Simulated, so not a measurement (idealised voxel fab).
The following process module bears the name voxel self aligned vias.
Square cell edge 5 nm, section width 245 nm, ID cut.
Cross-section layout: square cells on a grid; listed as bands, top to bottom; a band spans one or more cell rows. Look at the band entry: it leads with the top's height and the bottom's height in nm. Then it lists the materials left to right, with a width in nm for each. The word "full width" on a single material says that material fills the band edge to edge. The word "air" is empty space. The reference from which all heights are counted is 0, the level beneath which the as-received wafer is entirely one material; the lowest band, having no lower bound, proceeds downward and is written after the example "from 0 down". The two numbers in a width such as "30 to 40" mark its ends across the band: the first belongs to the top row of cells, the second to the bottom row, and from each row to the next the width moves by the same amount. "all unchanged" (step): cross-section cells unchanged, all of them. Closed-off voids of 8+ cells (no open route to the top) go in "Enclosed empty spaces", written width x height at distance from the left edge, in nm. Text after the settings on a step's line: the simulator's own remark on that step. The optional step-line setting "overlay nm" applies to steps with a mask and quantifies how far to the right of its planned location the mask lay, a negative value indicating leftward placement.

[Process steps - plan]
1. RECEIVE: material Si
2. CONFORMAL_DEP: material SiO2, thk nm 10
3. CONFORMAL_DEP: material SiCN, thk nm 5
4. DIRECTIONAL_DEP: material lowk, thk nm 25
5. MASKED_ETCH: tone open, mask id LINES, width nm 25, pitch nm 75, etch materials lowk, depth nm 25, overlay nm 0
6. CONFORMAL_DEP: material TiN, thk nm 5
7. FILL_DEP: material Ru, thk nm 10
8. CMP: height nm 40
9. SELECTIVE_ETCH: etch materials W Ru TiN, depth nm 5
10. FILL_DEP: material SiN, thk nm 5
11. CMP: height nm 40
12. DIRECTIONAL_DEP: material lowk, thk nm 15
13. DIRECTIONAL_DEP: material aC, thk nm 10
14. PATTERN: tone open, mask id VIAS, material resist, width nm 45, thk nm 25, overlay nm 0
15. DIRECTIONAL_ETCH: etch materials aC, depth nm 10
16. STRIP: etch materials resist
17. DIRECTIONAL_ETCH: etch materials lowk, depth nm 15
18. DIRECTIONAL_ETCH: etch materials SiN, depth nm 5
19. STRIP: etch materials aC
20. CONFORMAL_DEP: material TiN, thk nm 5
21. FILL_DEP: material Ru, thk nm 10
22. CMP: height nm 55
23. CONFORMAL_DEP: material SiCN, thk nm 5

[As-received wafer cross-section (after step 1)]
  from 0 down | Si full width
  Enclosed empty spaces: none

[Final wafer profile in cross-section after the module, from the same start and plan as above, with one mistake made during processing]
  from 60 to 55 | SiCN full width
  from 55 to 45 | lowk 60, TiN 5, Ru 35, TiN 5, lowk 140
  from 45 to 40 | lowk 60, TiN 5, Ru 15, TiN 25, lowk 140
  from 40 to 35 | lowk 60, TiN 25, lowk 50, SiN 25, lowk 85
  from 35 to 20 | lowk 60, TiN 5, Ru 15, TiN 5, lowk 50, TiN 5, Ru 15, TiN 5, lowk 85
  from 20 to 15 | lowk 60, TiN 25, lowk 50, TiN 25, lowk 85
  from 15 to 10 | SiCN full width
  from 10 to 0 | SiO2 full width
  from 0 down | Si full width
  Enclosed empty spaces: none
Here's what went sideways: step 5 ran with different settings than intended, the actual operation and settings being MASKED_ETCH: tone open, mask id LINES, width nm 25, pitch nm 75, etch materials lowk, depth nm 25, overlay nm -10
